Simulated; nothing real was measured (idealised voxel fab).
Name of the process module below: voxel self aligned contacts
Shown is cross-section cut, with a width of 225 nm and square cells of size 5 nm.
Notation: cross-section as square-cell grid; stated in bands, top first, going down; one or more cell rows per band. Each band's line starts with the height of the band's top and of its bottom, in nm. Then come its materials from left to right, each with its width in nm. One material with "edge to edge" fills the band from edge to edge. "air" is empty space. It should be noted that heights are counted from 0, beneath which the wafer as supplied is of one material throughout, and that the lowest band possesses no lower boundary but continues downward, as written in "0..down". You'd read "30..40" like this: the band's top row of cells is as wide as the first number, its bottom row is as wide as the second, and going down, every row changes width by the same amount as the row before did. You'll sometimes find "remained the same" written for a step, and that's the way of saying that nowhere in the cross-section did a cell change during that step. You'll see "Non-vented voids" listing empty spaces that have no way open to the top, as long as they're 8 cells or more; the notation is width x height at distance, where the distance is from the left edge, and all of it is in nm. Past the settings on a step's line: simulator remark, on that step. The setting "overlay nm" may be written on the line of a step. When the step uses a mask, the value reports how far to the right of the planned place the mask lay, and a negative value reports that it lay to the left.

The following list gives the planned process steps:
1 op RECEIVE | material Si
2 op CONFORMAL_DEP | material SiO2 | thk nm 5
3 op DIRECTIONAL_DEP | material polySi | thk nm 20
4 op DIRECTIONAL_DEP | material SiN | thk nm 20
5 op PATTERN | tone cover | mask id GATE | material resist | width nm 35 | pitch nm 65 | thk nm 15 | overlay nm 0
6 op DIRECTIONAL_ETCH | etch materials SiN | depth nm 20
7 op DIRECTIONAL_ETCH | etch materials polySi | depth nm 20
8 op STRIP | etch materials resist
9 op CONFORMAL_DEP | material SiN | thk nm 5
10 op DIRECTIONAL_ETCH | etch materials SiN | depth nm 5
11 op FILL_DEP | material SiO2 | thk nm 15
12 op CMP | height nm 50
13 op PATTERN | tone open | mask id CONTACT | material resist | width nm 40 | thk nm 15 | overlay nm 0
14 op DIRECTIONAL_ETCH | etch materials SiO2 | depth nm 50
15 op STRIP | etch materials resist
16 op CONFORMAL_DEP | material TiN | thk nm 5
17 op FILL_DEP | material Ru | thk nm 10
18 op CMP | height nm 50
19 op CONFORMAL_DEP | material SiCN | thk nm 5

Cross-section: wafer on arrival = after step 1:
    0..down: Si edge to edge
    Non-vented voids: none

Sectioned view, first of two wafers, at the close of the module, processed as intended in the plan:
    55..50: SiCN edge to edge
    50..45: SiO2 90 / TiN 15 / Ru 10 / TiN 15 / SiO2 95
    45..25: SiO2 55 / SiN 45 / TiN 5 / Ru 10 / TiN 5 / SiN 45 / SiO2 60
    25..5: SiO2 55 / SiN 5 / polySi 35 / SiN 5 / TiN 5 / Ru 10 / TiN 5 / SiN 5 / polySi 35 / SiN 5 / SiO2 60
    5..0: SiO2 100 / TiN 20 / SiO2 105
    0..down: Si edge to edge
    Non-vented voids: none

Cross-sectional view of the second of two wafers upon completion of the module. This wafer shared its starting condition and process plan with the first; one error was made during its execution:
    55..50: SiCN edge to edge
    50..45: SiO2 90 / TiN 15 / Ru 10 / TiN 15 / SiO2 95
    45..30: SiO2 55 / SiN 45 / TiN 5 / Ru 10 / TiN 5 / SiN 45 / SiO2 60
    30..25: SiO2 55 / SiN 45 / TiN 20 / SiN 45 / SiO2 60
    25..5: TiN edge to edge
    5..0: SiO2 edge to edge
    0..down: Si edge to edge
    Non-vented voids: none
Deviation noted in wafer processing: step 3: run off-plan, actual operation and settings op DIRECTIONAL_DEP | material TiN | thk nm 20
The closing comparison, in cells, has the second wafer with more or fewer of some materials than the first: Ru -10, SiN -16, SiO2 -88, TiN +170, polySi -56
